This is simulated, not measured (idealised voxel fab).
This is a process module. Its name is voxel transistor to metal.
Square cell edge 5 nm, section width 275 nm, ID cut.
Cross-section, as written here: a square-cell grid given band by band from the top down, where a band holds one or more rows of cells. The entry gives the band's vertical extent as a top height and a bottom height in nm, then its horizontal make-up as materials from left to right, each with a width in nm. "empty" stands for empty space; a single material marked "throughout" fills the band edge to edge. It should be noted that heights are counted from 0, beneath which the wafer as supplied is of one material throughout, and that the lowest band possesses no lower boundary but continues downward, as written in "z 0 and below". Note: "30 to 40" means the width goes from the first number (top row of the band) to the second number (bottom row) in equal steps per row of cells. Given "no modifications" for a step, no cell of the cross-section differs between before and after that step. "Internal closed voids": empty spaces of 8 cells or more with no open way to the top, each given as width x height at distance, distance from the left edge, all in nm. Where a step's line continues beyond its settings, the continuation is a remark by the simulator itself on that step. Steps that use a mask can have "overlay nm" on their line. It says how far the mask sat to the right of where it was meant to be. Negative means to the left. Pairs ahead. Before: cross-section ahead of one process step. After: cross-section once the step is done, shown to the lowest changed band only. Under each pair: that step, with settings. Caution: pairs may come from different runs of this module on the same starting wafer; a pair follows the pair above only where its "State before step" entry says so.

### State before step
- z 35 to 30 | 50 empty, 10 SiN, 5 empty, 20 SiCN, 5 empty, 10 SiN, 75 empty, 10 SiN, 5 empty, 20 SiCN, 5 empty, 10 SiN, 50 empty
- z 30 to 25 | 50 empty, 10 SiN, 5 SiO2, 20 SiCN, 5 SiO2, 10 SiN, 75 empty, 10 SiN, 5 SiO2, 20 SiCN, 5 SiO2, 10 SiN, 50 empty
- z 25 to 0 | 50 empty, 10 SiN, 5 SiO2, 20 polySi, 5 SiO2, 10 SiN, 75 empty, 10 SiN, 5 SiO2, 20 polySi, 5 SiO2, 10 SiN, 50 empty
- z 0 to -5 | 25 empty, 10 SiN, 15 empty, 10 SiN, 5 SiO2, 20 polySi, 5 SiO2, 10 SiN, 15 empty, 10 SiN, 25 empty, 10 SiN, 15 empty, 10 SiN, 5 SiO2, 20 polySi, 5 SiO2, 10 SiN, 15 empty, 10 SiN, 25 empty
- z -5 to -10 | 35 SiO2, 15 pSi, 50 SiO2, 15 pSi, 45 SiO2, 15 pSi, 50 SiO2, 15 pSi, 35 SiO2
- z -10 to -75 | 25 SiO2, 100 Si, 25 SiO2, 100 Si, 25 SiO2
- z -75 and below | Si throughout
- Internal closed voids: none

### Structure After Step
- z 40 to 35 | SiO2 throughout
- z 35 to 25 | 50 SiO2, 10 SiN, 5 SiO2, 20 SiCN, 5 SiO2, 10 SiN, 75 SiO2, 10 SiN, 5 SiO2, 20 SiCN, 5 SiO2, 10 SiN, 50 SiO2
- z 25 to 0 | 50 SiO2, 10 SiN, 5 SiO2, 20 polySi, 5 SiO2, 10 SiN, 75 SiO2, 10 SiN, 5 SiO2, 20 polySi, 5 SiO2, 10 SiN, 50 SiO2
- z 0 to -5 | 25 SiO2, 10 SiN, 15 SiO2, 10 SiN, 5 SiO2, 20 polySi, 5 SiO2, 10 SiN, 15 SiO2, 10 SiN, 25 SiO2, 10 SiN, 15 SiO2, 10 SiN, 5 SiO2, 20 polySi, 5 SiO2, 10 SiN, 15 SiO2, 10 SiN, 25 SiO2
- Whatever lies below -5 is exactly as it was before.
- Internal closed voids: none
Which step turns the before cross-section above into the after cross-section? FILL_DEP,material SiO2,thk nm 5

State before step: Please consult the pair immediately above; the cross-section it shows after its step is the state before this step.

### Structure After Step
- z 35 to 25 | 50 SiO2, 10 SiN, 5 SiO2, 20 SiCN, 5 SiO2, 10 SiN, 75 SiO2, 10 SiN, 5 SiO2, 20 SiCN, 5 SiO2, 10 SiN, 50 SiO2
- Whatever lies below 25 is exactly as it was before.
- Internal closed voids: none
Which step turns the before cross-section above into the after cross-section? CMP,height nm 35

State before step: Please consult the pair immediately above; the cross-section it shows after its step is the state before this step.

### Structure After Step
- z 50 to 35 | SiO2 throughout
- Whatever lies below 35 is exactly as it was before.
- Internal closed voids: none
Which step turns the before cross-section above into the after cross-section? DIRECTIONAL_DEP,material SiO2,thk nm 15

State before step: Please consult the pair immediately above; the cross-section it shows after its step is the state before this step.

### Structure After Step
- z 70 to 50 | 30 resist, 15 empty, 60 resist, 15 empty, 35 resist, 15 empty, 60 resist, 15 empty, 30 resist
- Whatever lies below 50 is exactly as it was before.
- Internal closed voids: none
Which step turns the before cross-section above into the after cross-section? PATTERN,tone open,mask id CONTACT,material resist,width nm 15,thk nm 20,overlay nm 0

State before step: Please consult the pair immediately above; the cross-section it shows after its step is the state before this step.

### Structure After Step
- z 70 to 50 | 30 resist, 15 empty, 60 resist, 15 empty, 35 resist, 15 empty, 60 resist, 15 empty, 30 resist
- z 50 to 35 | 30 SiO2, 15 empty, 60 SiO2, 15 empty, 35 SiO2, 15 empty, 60 SiO2, 15 empty, 30 SiO2
- z 35 to 25 | 30 SiO2, 15 empty, 5 SiO2, 10 SiN, 5 SiO2, 20 SiCN, 5 SiO2, 10 SiN, 5 SiO2, 15 empty, 35 SiO2, 15 empty, 5 SiO2, 10 SiN, 5 SiO2, 20 SiCN, 5 SiO2, 10 SiN, 5 SiO2, 15 empty, 30 SiO2
- z 25 to 0 | 30 SiO2, 15 empty, 5 SiO2, 10 SiN, 5 SiO2, 20 polySi, 5 SiO2, 10 SiN, 5 SiO2, 15 empty, 35 SiO2, 15 empty, 5 SiO2, 10 SiN, 5 SiO2, 20 polySi, 5 SiO2, 10 SiN, 5 SiO2, 15 empty, 30 SiO2
- z 0 to -5 | 25 SiO2, 10 SiN, 10 empty, 5 SiO2, 10 SiN, 5 SiO2, 20 polySi, 5 SiO2, 10 SiN, 5 SiO2, 10 empty, 10 SiN, 25 SiO2, 10 SiN, 10 empty, 5 SiO2, 10 SiN, 5 SiO2, 20 polySi, 5 SiO2, 10 SiN, 5 SiO2, 10 empty, 10 SiN, 25 SiO2
- Whatever lies below -5 is exactly as it was before.
- Internal closed voids: none
Which step turns the before cross-section above into the after cross-section? DIRECTIONAL_ETCH,etch materials SiO2,depth nm 55

State before step: Please consult the pair immediately above; the cross-section it shows after its step is the state before this step.

### Structure After Step
- z 50 to 35 | 30 SiO2, 15 empty, 60 SiO2, 15 empty, 35 SiO2, 15 empty, 60 SiO2, 15 empty, 30 SiO2
- Whatever lies below 35 is exactly as it was before.
- Internal closed voids: none
Which step turns the before cross-section above into the after cross-section? STRIP,etch materials resist

State before step: Please consult the pair immediately above; the cross-section it shows after its step is the state before this step.

### Structure After Step
- z 55 to 50 | 35 TiN, 5 empty, 70 TiN, 5 empty, 45 TiN, 5 empty, 70 TiN, 5 empty, 35 TiN
- z 50 to 35 | 30 SiO2, 5 TiN, 5 empty, 5 TiN, 60 SiO2, 5 TiN, 5 empty, 5 TiN, 35 SiO2, 5 TiN, 5 empty, 5 TiN, 60 SiO2, 5 TiN, 5 empty, 5 TiN, 30 SiO2
- z 35 to 25 | 30 SiO2, 5 TiN, 5 empty, 5 TiN, 5 SiO2, 10 SiN, 5 SiO2, 20 SiCN, 5 SiO2, 10 SiN, 5 SiO2, 5 TiN, 5 empty, 5 TiN, 35 SiO2, 5 TiN, 5 empty, 5 TiN, 5 SiO2, 10 SiN, 5 SiO2, 20 SiCN, 5 SiO2, 10 SiN, 5 SiO2, 5 TiN, 5 empty, 5 TiN, 30 SiO2
- z 25 to 5 | 30 SiO2, 5 TiN, 5 empty, 5 TiN, 5 SiO2, 10 SiN, 5 SiO2, 20 polySi, 5 SiO2, 10 SiN, 5 SiO2, 5 TiN, 5 empty, 5 TiN, 35 SiO2, 5 TiN, 5 empty, 5 TiN, 5 SiO2, 10 SiN, 5 SiO2, 20 polySi, 5 SiO2, 10 SiN, 5 SiO2, 5 TiN, 5 empty, 5 TiN, 30 SiO2
- z 5 to 0 | 30 SiO2, 15 TiN, 5 SiO2, 10 SiN, 5 SiO2, 20 polySi, 5 SiO2, 10 SiN, 5 SiO2, 15 TiN, 35 SiO2, 15 TiN, 5 SiO2, 10 SiN, 5 SiO2, 20 polySi, 5 SiO2, 10 SiN, 5 SiO2, 15 TiN, 30 SiO2
- z 0 to -5 | 25 SiO2, 10 SiN, 10 TiN, 5 SiO2, 10 SiN, 5 SiO2, 20 polySi, 5 SiO2, 10 SiN, 5 SiO2, 10 TiN, 10 SiN, 25 SiO2, 10 SiN, 10 TiN, 5 SiO2, 10 SiN, 5 SiO2, 20 polySi, 5 SiO2, 10 SiN, 5 SiO2, 10 TiN, 10 SiN, 25 SiO2
- Whatever lies below -5 is exactly as it was before.
- Internal closed voids: none
Which step turns the before cross-section above into the after cross-section? CONFORMAL_DEP,material TiN,thk nm 5

State before step: Please consult the pair immediately above; the cross-section it shows after its step is the state before this step.

### Structure After Step
- z 65 to 55 | Ru throughout
- z 55 to 50 | 35 TiN, 5 Ru, 70 TiN, 5 Ru, 45 TiN, 5 Ru, 70 TiN, 5 Ru, 35 TiN
- z 50 to 35 | 30 SiO2, 5 TiN, 5 Ru, 5 TiN, 60 SiO2, 5 TiN, 5 Ru, 5 TiN, 35 SiO2, 5 TiN, 5 Ru, 5 TiN, 60 SiO2, 5 TiN, 5 Ru, 5 TiN, 30 SiO2
- z 35 to 25 | 30 SiO2, 5 TiN, 5 Ru, 5 TiN, 5 SiO2, 10 SiN, 5 SiO2, 20 SiCN, 5 SiO2, 10 SiN, 5 SiO2, 5 TiN, 5 Ru, 5 TiN, 35 SiO2, 5 TiN, 5 Ru, 5 TiN, 5 SiO2, 10 SiN, 5 SiO2, 20 SiCN, 5 SiO2, 10 SiN, 5 SiO2, 5 TiN, 5 Ru, 5 TiN, 30 SiO2
- z 25 to 5 | 30 SiO2, 5 TiN, 5 Ru, 5 TiN, 5 SiO2, 10 SiN, 5 SiO2, 20 polySi, 5 SiO2, 10 SiN, 5 SiO2, 5 TiN, 5 Ru, 5 TiN, 35 SiO2, 5 TiN, 5 Ru, 5 TiN, 5 SiO2, 10 SiN, 5 SiO2, 20 polySi, 5 SiO2, 10 SiN, 5 SiO2, 5 TiN, 5 Ru, 5 TiN, 30 SiO2
- Whatever lies below 5 is exactly as it was before.
- Internal closed voids: none
Which step turns the before cross-section above into the after cross-section? FILL_DEP,material Ru,thk nm 10

State before step: Please consult the pair immediately above; the cross-section it shows after its step is the state before this step.

### Structure After Step
- z 50 to 35 | 30 SiO2, 5 TiN, 5 Ru, 5 TiN, 60 SiO2, 5 TiN, 5 Ru, 5 TiN, 35 SiO2, 5 TiN, 5 Ru, 5 TiN, 60 SiO2, 5 TiN, 5 Ru, 5 TiN, 30 SiO2
- Whatever lies below 35 is exactly as it was before.
- Internal closed voids: none
Which step turns the before cross-section above into the after cross-section? CMP,height nm 50

State before step: Please consult the pair immediately above; the cross-section it shows after its step is the state before this step.

### Structure After Step
- z 55 to 50 | SiN throughout
- Whatever lies below 50 is exactly as it was before.
- Internal closed voids: none
Which step turns the before cross-section above into the after cross-section? CONFORMAL_DEP,material SiN,thk nm 5

State before step: Please consult the pair immediately above; the cross-section it shows after its step is the state before this step.

### Structure After Step
- z 70 to 55 | SiO2 throughout
- Whatever lies below 55 is exactly as it was before.
- Internal closed voids: none
Which step turns the before cross-section above into the after cross-section? DIRECTIONAL_DEP,material SiO2,thk nm 15

State before step: Please consult the pair immediately above; the cross-section it shows after its step is the state before this step.

### Structure After Step
- z 70 to 55 | 30 SiO2, 15 empty, 60 SiO2, 15 empty, 35 SiO2, 15 empty, 60 SiO2, 15 empty, 30 SiO2
- Whatever lies below 55 is exactly as it was before.
- Internal closed voids: none
Which step turns the before cross-section above into the after cross-section? MASKED_ETCH,tone open,mask id METAL_1,width nm 15,etch materials SiO2,depth nm 15,overlay nm 0

State before step: Please consult the pair immediately above; the cross-section it shows after its step is the state before this step.

### Structure After Step
- z 70 to 55 | 30 SiO2, 15 empty, 60 SiO2, 15 empty, 35 SiO2, 15 empty, 60 SiO2, 15 empty, 30 SiO2
- z 55 to 50 | 30 SiN, 15 empty, 60 SiN, 15 empty, 35 SiN, 15 empty, 60 SiN, 15 empty, 30 SiN
- Whatever lies below 50 is exactly as it was before.
- Internal closed voids: none
Which step turns the before cross-section above into the after cross-section? MASKED_ETCH,tone open,mask id METAL_1,width nm 15,etch materials SiN,depth nm 5,overlay nm 0

State before step: Please consult the pair immediately above; the cross-section it shows after its step is the state before this step.

### Structure After Step
- z 75 to 70 | 35 TiN, 5 empty, 70 TiN, 5 empty, 45 TiN, 5 empty, 70 TiN, 5 empty, 35 TiN
- z 70 to 55 | 30 SiO2, 5 TiN, 5 empty, 5 TiN, 60 SiO2, 5 TiN, 5 empty, 5 TiN, 35 SiO2, 5 TiN, 5 empty, 5 TiN, 60 SiO2, 5 TiN, 5 empty, 5 TiN, 30 SiO2
- z 55 to 50 | 30 SiN, 15 TiN, 60 SiN, 15 TiN, 35 SiN, 15 TiN, 60 SiN, 15 TiN, 30 SiN
- Whatever lies below 50 is exactly as it was before.
- Internal closed voids: none
Which step turns the before cross-section above into the after cross-section? CONFORMAL_DEP,material TiN,thk nm 5

State before step: Please consult the pair immediately above; the cross-section it shows after its step is the state before this step.

### Structure After Step
- z 85 to 75 | Cu throughout
- z 75 to 70 | 35 TiN, 5 Cu, 70 TiN, 5 Cu, 45 TiN, 5 Cu, 70 TiN, 5 Cu, 35 TiN
- z 70 to 55 | 30 SiO2, 5 TiN, 5 Cu, 5 TiN, 60 SiO2, 5 TiN, 5 Cu, 5 TiN, 35 SiO2, 5 TiN, 5 Cu, 5 TiN, 60 SiO2, 5 TiN, 5 Cu, 5 TiN, 30 SiO2
- Whatever lies below 55 is exactly as it was before.
- Internal closed voids: none
Which step turns the before cross-section above into the after cross-section? FILL_DEP,material Cu,thk nm 10

State before step: Please consult the pair immediately above; the cross-section it shows after its step is the state before this step.

### Structure After Step
- z 70 to 55 | 30 SiO2, 5 TiN, 5 Cu, 5 TiN, 60 SiO2, 5 TiN, 5 Cu, 5 TiN, 35 SiO2, 5 TiN, 5 Cu, 5 TiN, 60 SiO2, 5 TiN, 5 Cu, 5 TiN, 30 SiO2
- Whatever lies below 55 is exactly as it was before.
- Internal closed voids: none
Which step turns the before cross-section above into the after cross-section? CMP,height nm 70

State before step: Please consult the pair immediately above; the cross-section it shows after its step is the state before this step.

### Structure After Step
- z 75 to 70 | 25 empty, 25 Ru, 50 empty, 25 Ru, 25 empty, 25 Ru, 50 empty, 25 Ru, 25 empty
- Whatever lies below 70 is exactly as it was before.
- Internal closed voids: none
Which step turns the before cross-section above into the after cross-section? EPI,material Ru,thk nm 5

State before step: Please consult the pair immediately above; the cross-section it shows after its step is the state before this step.

### Structure After Step
- z 80 to 75 | SiCN throughout
- z 75 to 70 | 25 SiCN, 25 Ru, 50 SiCN, 25 Ru, 25 SiCN, 25 Ru, 50 SiCN, 25 Ru, 25 SiCN
- Whatever lies below 70 is exactly as it was before.
- Internal closed voids: none
Which step turns the before cross-section above into the after cross-section? FILL_DEP,material SiCN,thk nm 5

State before step: Please consult the pair immediately above; the cross-section it shows after its step is the state before this step.

### Structure After Step
- z 115 to 80 | lowk throughout
- Whatever lies below 80 is exactly as it was before.
- Internal closed voids: none
Which step turns the before cross-section above into the after cross-section? DIRECTIONAL_DEP,material lowk,thk nm 35

State before step: Please consult the pair immediately above; the cross-section it shows after its step is the state before this step.

### Structure After Step
- z 130 to 115 | aC throughout
- Whatever lies below 115 is exactly as it was before.
- Internal closed voids: none
Which step turns the before cross-section above into the after cross-section? DIRECTIONAL_DEP,material aC,thk nm 15

State before step: Please consult the pair immediately above; the cross-section it shows after its step is the state before this step.

### Structure After Step
- z 165 to 130 | 30 resist, 15 empty, 110 resist, 15 empty, 105 resist
- Whatever lies below 130 is exactly as it was before.
- Internal closed voids: none
Which step turns the before cross-section above into the after cross-section? PATTERN,tone open,mask id METAL_2,material resist,width nm 15,pitch nm 125,thk nm 35,overlay nm 0

State before step: Please consult the pair immediately above; the cross-section it shows after its step is the state before this step.

### Structure After Step
- z 150 to 130 | 30 resist, 15 empty, 110 resist, 15 empty, 105 resist
- z 130 to 115 | 30 aC, 15 empty, 110 aC, 15 empty, 105 aC
- Whatever lies below 115 is exactly as it was before.
- Internal closed voids: none
Which step turns the before cross-section above into the after cross-section? DIRECTIONAL_ETCH,etch materials aC,depth nm 15

State before step: Please consult the pair immediately above; the cross-section it shows after its step is the state before this step.

### Structure After Step
- z 130 to 115 | 30 aC, 15 empty, 110 aC, 15 empty, 105 aC
- Whatever lies below 115 is exactly as it was before.
- Internal closed voids: none
Which step turns the before cross-section above into the after cross-section? STRIP,etch materials resist

State before step: Please consult the pair immediately above; the cross-section it shows after its step is the state before this step.

### Structure After Step
- z 130 to 115 | 30 aC, 15 empty, 110 aC, 15 empty, 105 aC
- z 115 to 95 | 30 lowk, 15 empty, 110 lowk, 15 empty, 105 lowk
- Whatever lies below 95 is exactly as it was before.
- Internal closed voids: none
Which step turns the before cross-section above into the after cross-section? DIRECTIONAL_ETCH,etch materials lowk,depth nm 20

State before step: Please consult the pair immediately above; the cross-section it shows after its step is the state before this step.

### Structure After Step
- z 115 to 95 | 30 lowk, 15 empty, 110 lowk, 15 empty, 105 lowk
- Whatever lies below 95 is exactly as it was before.
- Internal closed voids: none
Which step turns the before cross-section above into the after cross-section? STRIP,etch materials aC

State before step: Please consult the pair immediately above; the cross-section it shows after its step is the state before this step.

### Structure After Step
- z 130 to 115 | 30 resist, 15 empty, 110 resist, 15 empty, 105 resist
- Whatever lies below 115 is exactly as it was before.
- Internal closed voids: none
Which step turns the before cross-section above into the after cross-section? PATTERN,tone open,mask id METAL_2_HOLES,material resist,width nm 15,pitch nm 125,thk nm 15,overlay nm 0

State before step: Please consult the pair immediately above; the cross-section it shows after its step is the state before this step.

### Structure After Step
- z 130 to 115 | 30 resist, 15 empty, 110 resist, 15 empty, 105 resist
- z 115 to 80 | 30 lowk, 15 empty, 110 lowk, 15 empty, 105 lowk
- Whatever lies below 80 is exactly as it was before.
- Internal closed voids: none
Which step turns the before cross-section above into the after cross-section? DIRECTIONAL_ETCH,etch materials lowk,depth nm 15

State before step: Please consult the pair immediately above; the cross-section it shows after its step is the state before this step.

### Structure After Step
- z 130 to 115 | 30 resist, 15 empty, 110 resist, 15 empty, 105 resist
- z 115 to 80 | 30 lowk, 15 empty, 110 lowk, 15 empty, 105 lowk
- z 80 to 75 | 30 SiCN, 15 empty, 110 SiCN, 15 empty, 105 SiCN
- Whatever lies below 75 is exactly as it was before.
- Internal closed voids: none
Which step turns the before cross-section above into the after cross-section? DIRECTIONAL_ETCH,etch materials SiCN,depth nm 5

State before step: Please consult the pair immediately above; the cross-section it shows after its step is the state before this step.

### Structure After Step
- z 115 to 80 | 30 lowk, 15 empty, 110 lowk, 15 empty, 105 lowk
- Whatever lies below 80 is exactly as it was before.
- Internal closed voids: none
Which step turns the before cross-section above into the after cross-section? STRIP,etch materials resist

State before step: Please consult the pair immediately above; the cross-section it shows after its step is the state before this step.

### Structure After Step
- z 120 to 115 | 35 TiN, 5 empty, 120 TiN, 5 empty, 110 TiN
- z 115 to 80 | 30 lowk, 5 TiN, 5 empty, 5 TiN, 110 lowk, 5 TiN, 5 empty, 5 TiN, 105 lowk
- z 80 to 75 | 30 SiCN, 15 TiN, 110 SiCN, 15 TiN, 105 SiCN
- Whatever lies below 75 is exactly as it was before.
- Internal closed voids: none
Which step turns the before cross-section above into the after cross-section? CONFORMAL_DEP,material TiN,thk nm 5

State before step: Please consult the pair immediately above; the cross-section it shows after its step is the state before this step.

### Structure After Step
- z 125 to 120 | Cu throughout
- z 120 to 115 | 35 TiN, 5 Cu, 120 TiN, 5 Cu, 110 TiN
- z 115 to 80 | 30 lowk, 5 TiN, 5 Cu, 5 TiN, 110 lowk, 5 TiN, 5 Cu, 5 TiN, 105 lowk
- Whatever lies below 80 is exactly as it was before.
- Internal closed voids: none
Which step turns the before cross-section above into the after cross-section? FILL_DEP,material Cu,thk nm 5

State before step: Please consult the pair immediately above; the cross-section it shows after its step is the state before this step.

### Structure After Step
- z 115 to 80 | 30 lowk, 5 TiN, 5 Cu, 5 TiN, 110 lowk, 5 TiN, 5 Cu, 5 TiN, 105 lowk
- Whatever lies below 80 is exactly as it was before.
- Internal closed voids: none
Which step turns the before cross-section above into the after cross-section? CMP,height nm 115

State before step: Please consult the pair immediately above; the cross-section it shows after its step is the state before this step.

### Structure After Step
- z 120 to 115 | SiN throughout
- Whatever lies below 115 is exactly as it was before.
- Internal closed voids: none
Which step turns the before cross-section above into the after cross-section? CONFORMAL_DEP,material SiN,thk nm 5

### State before step
- z 15 to 0 | 25 SiO2, 100 SiN, 25 SiO2, 100 SiN, 25 SiO2
- z 0 to -5 | SiO2 throughout
- z -5 to -40 | 25 SiO2, 100 Si, 25 SiO2, 100 Si, 25 SiO2
- z -40 and below | Si throughout
- Internal closed voids: none

### Structure After Step
- z 15 to 0 | 25 SiO2, 100 empty, 25 SiO2, 100 empty, 25 SiO2
- Whatever lies below 0 is exactly as it was before.
- Internal closed voids: none
Which step turns the before cross-section above into the after cross-section? STRIP,etch materials SiN

State before step: Please consult the pair immediately above; the cross-section it shows after its step is the state before this step.

### Structure After Step
- z 5 to -5 | 15 SiO2, 120 empty, 5 SiO2, 120 empty, 15 SiO2
- z -5 to -10 | 15 SiO2, 10 empty, 100 Si, 10 empty, 5 SiO2, 10 empty, 100 Si, 10 empty, 15 SiO2
- Whatever lies below -10 is exactly as it was before.
- Internal closed voids: none
Which step turns the before cross-section above into the after cross-section? SELECTIVE_ETCH,etch materials SiO2,depth nm 10

State before step: Please consult the pair immediately above; the cross-section it shows after its step is the state before this step.

### Structure After Step
- z 0 to -5 | 10 SiO2, 255 empty, 10 SiO2
- z -5 to -15 | 10 SiO2, 15 empty, 100 Si, 25 empty, 100 Si, 15 empty, 10 SiO2
- Whatever lies below -15 is exactly as it was before.
- Internal closed voids: none
Which step turns the before cross-section above into the after cross-section? SELECTIVE_ETCH,etch materials SiO2,depth nm 5

State before step: Please consult the pair immediately above; the cross-section it shows after its step is the state before this step.

### Structure After Step
- z 0 to -5 | 10 SiO2, 255 empty, 10 SiO2
- z -5 to -10 | 10 SiO2, 15 empty, 100 SiO2, 25 empty, 100 SiO2, 15 empty, 10 SiO2
- z -10 to -15 | 10 SiO2, 15 empty, 5 SiO2, 90 Si, 5 SiO2, 25 empty, 5 SiO2, 90 Si, 5 SiO2, 15 empty, 10 SiO2
- z -15 to -20 | 30 SiO2, 90 Si, 35 SiO2, 90 Si, 30 SiO2
- Whatever lies below -20 is exactly as it was before.
- Internal closed voids: none
Which step turns the before cross-section above into the after cross-section? OXIDIZE,depth nm 5

State before step: Please consult the pair immediately above; the cross-section it shows after its step is the state before this step.

### Structure After Step
- z 30 to 25 | 10 polySi, 255 empty, 10 polySi
- z 25 to 15 | 10 polySi, 15 empty, 100 polySi, 25 empty, 100 polySi, 15 empty, 10 polySi
- z 15 to 0 | polySi throughout
- z 0 to -5 | 10 SiO2, 255 polySi, 10 SiO2
- z -5 to -10 | 10 SiO2, 15 polySi, 100 SiO2, 25 polySi, 100 SiO2, 15 polySi, 10 SiO2
- z -10 to -15 | 10 SiO2, 15 polySi, 5 SiO2, 90 Si, 5 SiO2, 25 polySi, 5 SiO2, 90 Si, 5 SiO2, 15 polySi, 10 SiO2
- Whatever lies below -15 is exactly as it was before.
- Internal closed voids: none
Which step turns the before cross-section above into the after cross-section? DIRECTIONAL_DEP,material polySi,thk nm 30

State before step: Please consult the pair immediately above; the cross-section it shows after its step is the state before this step.

### Structure After Step
- z 40 to 35 | 10 SiCN, 255 empty, 10 SiCN
- z 35 to 30 | 10 SiCN, 15 empty, 100 SiCN, 25 empty, 100 SiCN, 15 empty, 10 SiCN
- z 30 to 25 | 10 polySi, 15 empty, 100 SiCN, 25 empty, 100 SiCN, 15 empty, 10 polySi
- z 25 to 15 | 10 polySi, 15 SiCN, 100 polySi, 25 SiCN, 100 polySi, 15 SiCN, 10 polySi
- Whatever lies below 15 is exactly as it was before.
- Internal closed voids: none
Which step turns the before cross-section above into the after cross-section? DIRECTIONAL_DEP,material SiCN,thk nm 10

State before step: Please consult the pair immediately above; the cross-section it shows after its step is the state before this step.

### Structure After Step
- z 55 to 40 | 65 empty, 20 resist, 105 empty, 20 resist, 65 empty
- z 40 to 35 | 10 SiCN, 55 empty, 20 resist, 105 empty, 20 resist, 55 empty, 10 SiCN
- Whatever lies below 35 is exactly as it was before.
- Internal closed voids: none
Which step turns the before cross-section above into the after cross-section? PATTERN,tone cover,mask id GATE,material resist,width nm 20,pitch nm 125,thk nm 15,overlay nm 0

State before step: Please consult the pair immediately above; the cross-section it shows after its step is the state before this step.

### Structure After Step
- z 55 to 35 | 65 empty, 20 resist, 105 empty, 20 resist, 65 empty
- z 35 to 30 | 65 empty, 20 SiCN, 105 empty, 20 SiCN, 65 empty
- z 30 to 25 | 10 polySi, 55 empty, 20 SiCN, 105 empty, 20 SiCN, 55 empty, 10 polySi
- z 25 to 15 | 10 polySi, 15 empty, 100 polySi, 25 empty, 100 polySi, 15 empty, 10 polySi
- Whatever lies below 15 is exactly as it was before.
- Internal closed voids: none
Which step turns the before cross-section above into the after cross-section? DIRECTIONAL_ETCH,etch materials SiCN,depth nm 20

State before step: Please consult the pair immediately above; the cross-section it shows after its step is the state before this step.

### Structure After Step
- z 55 to 35 | 65 empty, 20 resist, 105 empty, 20 resist, 65 empty
- z 35 to 25 | 65 empty, 20 SiCN, 105 empty, 20 SiCN, 65 empty
- z 25 to 0 | 65 empty, 20 polySi, 105 empty, 20 polySi, 65 empty
- z 0 to -5 | 10 SiO2, 55 empty, 20 polySi, 105 empty, 20 polySi, 55 empty, 10 SiO2
- z -5 to -10 | 10 SiO2, 15 empty, 100 SiO2, 25 empty, 100 SiO2, 15 empty, 10 SiO2
- z -10 to -15 | 10 SiO2, 15 empty, 5 SiO2, 90 Si, 5 SiO2, 25 empty, 5 SiO2, 90 Si, 5 SiO2, 15 empty, 10 SiO2
- Whatever lies below -15 is exactly as it was before.
- Internal closed voids: none
Which step turns the before cross-section above into the after cross-section? DIRECTIONAL_ETCH,etch materials polySi,depth nm 40

State before step: Please consult the pair immediately above; the cross-section it shows after its step is the state before this step.

### Structure After Step
- z 35 to 25 | 65 empty, 20 SiCN, 105 empty, 20 SiCN, 65 empty
- Whatever lies below 25 is exactly as it was before.
- Internal closed voids: none
Which step turns the before cross-section above into the after cross-section? STRIP,etch materials resist

State before step: Please consult the pair immediately above; the cross-section it shows after its step is the state before this step.

### Structure After Step
- z 40 to 35 | 60 empty, 30 SiO2, 95 empty, 30 SiO2, 60 empty
- z 35 to 25 | 60 empty, 5 SiO2, 20 SiCN, 5 SiO2, 95 empty, 5 SiO2, 20 SiCN, 5 SiO2, 60 empty
- z 25 to 5 | 60 empty, 5 SiO2, 20 polySi, 5 SiO2, 95 empty, 5 SiO2, 20 polySi, 5 SiO2, 60 empty
- z 5 to -5 | 15 SiO2, 45 to 5 empty, 5 to 45 SiO2, 20 polySi, 5 to 45 SiO2, 95 to 15 empty, 5 to 45 SiO2, 20 polySi, 5 to 45 SiO2, 45 to 5 empty, 15 SiO2
- z -5 to -10 | 15 SiO2, 5 empty, 110 SiO2, 15 empty, 110 SiO2, 5 empty, 15 SiO2
- z -10 to -20 | 30 SiO2, 90 Si, 35 SiO2, 90 Si, 30 SiO2
- Whatever lies below -20 is exactly as it was before.
- Internal closed voids: none
Which step turns the before cross-section above into the after cross-section? CONFORMAL_DEP,material SiO2,thk nm 5

State before step: Please consult the pair immediately above; the cross-section it shows after its step is the state before this step.

### Structure After Step
- z 35 to 25 | 60 empty, 5 SiO2, 20 SiCN, 5 SiO2, 95 empty, 5 SiO2, 20 SiCN, 5 SiO2, 60 empty
- z 25 to 0 | 60 empty, 5 SiO2, 20 polySi, 5 SiO2, 95 empty, 5 SiO2, 20 polySi, 5 SiO2, 60 empty
- z 0 to -5 | 15 SiO2, 45 empty, 5 SiO2, 20 polySi, 5 SiO2, 95 empty, 5 SiO2, 20 polySi, 5 SiO2, 45 empty, 15 SiO2
- z -5 to -10 | 15 SiO2, 5 empty, 110 SiO2, 15 empty, 110 SiO2, 5 empty, 15 SiO2
- z -10 to -15 | 15 SiO2, 5 empty, 10 SiO2, 90 Si, 10 SiO2, 15 empty, 10 SiO2, 90 Si, 10 SiO2, 5 empty, 15 SiO2
- Whatever lies below -15 is exactly as it was before.
- Internal closed voids: none
Which step turns the before cross-section above into the after cross-section? DIRECTIONAL_ETCH,etch materials SiO2,depth nm 5

State before step: Please consult the pair immediately above; the cross-section it shows after its step is the state before this step.

### Structure After Step
- z 45 to 35 | 50 empty, 50 SiN, 75 empty, 50 SiN, 50 empty
- z 35 to 25 | 50 empty, 10 SiN, 5 SiO2, 20 SiCN, 5 SiO2, 10 SiN, 75 empty, 10 SiN, 5 SiO2, 20 SiCN, 5 SiO2, 10 SiN, 50 empty
- z 25 to 10 | 50 empty, 10 SiN, 5 SiO2, 20 polySi, 5 SiO2, 10 SiN, 75 empty, 10 SiN, 5 SiO2, 20 polySi, 5 SiO2, 10 SiN, 50 empty
- z 10 to 5 | 25 SiN, 25 empty, 10 SiN, 5 SiO2, 20 polySi, 5 SiO2, 10 SiN, 75 empty, 10 SiN, 5 SiO2, 20 polySi, 5 SiO2, 10 SiN, 25 empty, 25 SiN
- z 5 to 0 | 60 SiN, 5 SiO2, 20 polySi, 5 SiO2, 95 SiN, 5 SiO2, 20 polySi, 5 SiO2, 60 SiN
- z 0 to -5 | 15 SiO2, 45 SiN, 5 SiO2, 20 polySi, 5 SiO2, 95 SiN, 5 SiO2, 20 polySi, 5 SiO2, 45 SiN, 15 SiO2
- z -5 to -10 | 15 SiO2, 5 SiN, 110 SiO2, 15 SiN, 110 SiO2, 5 SiN, 15 SiO2
- z -10 to -15 | 15 SiO2, 5 SiN, 10 SiO2, 90 Si, 10 SiO2, 15 SiN, 10 SiO2, 90 Si, 10 SiO2, 5 SiN, 15 SiO2
- Whatever lies below -15 is exactly as it was before.
- Internal closed voids: none
Which step turns the before cross-section above into the after cross-section? CONFORMAL_DEP,material SiN,thk nm 10
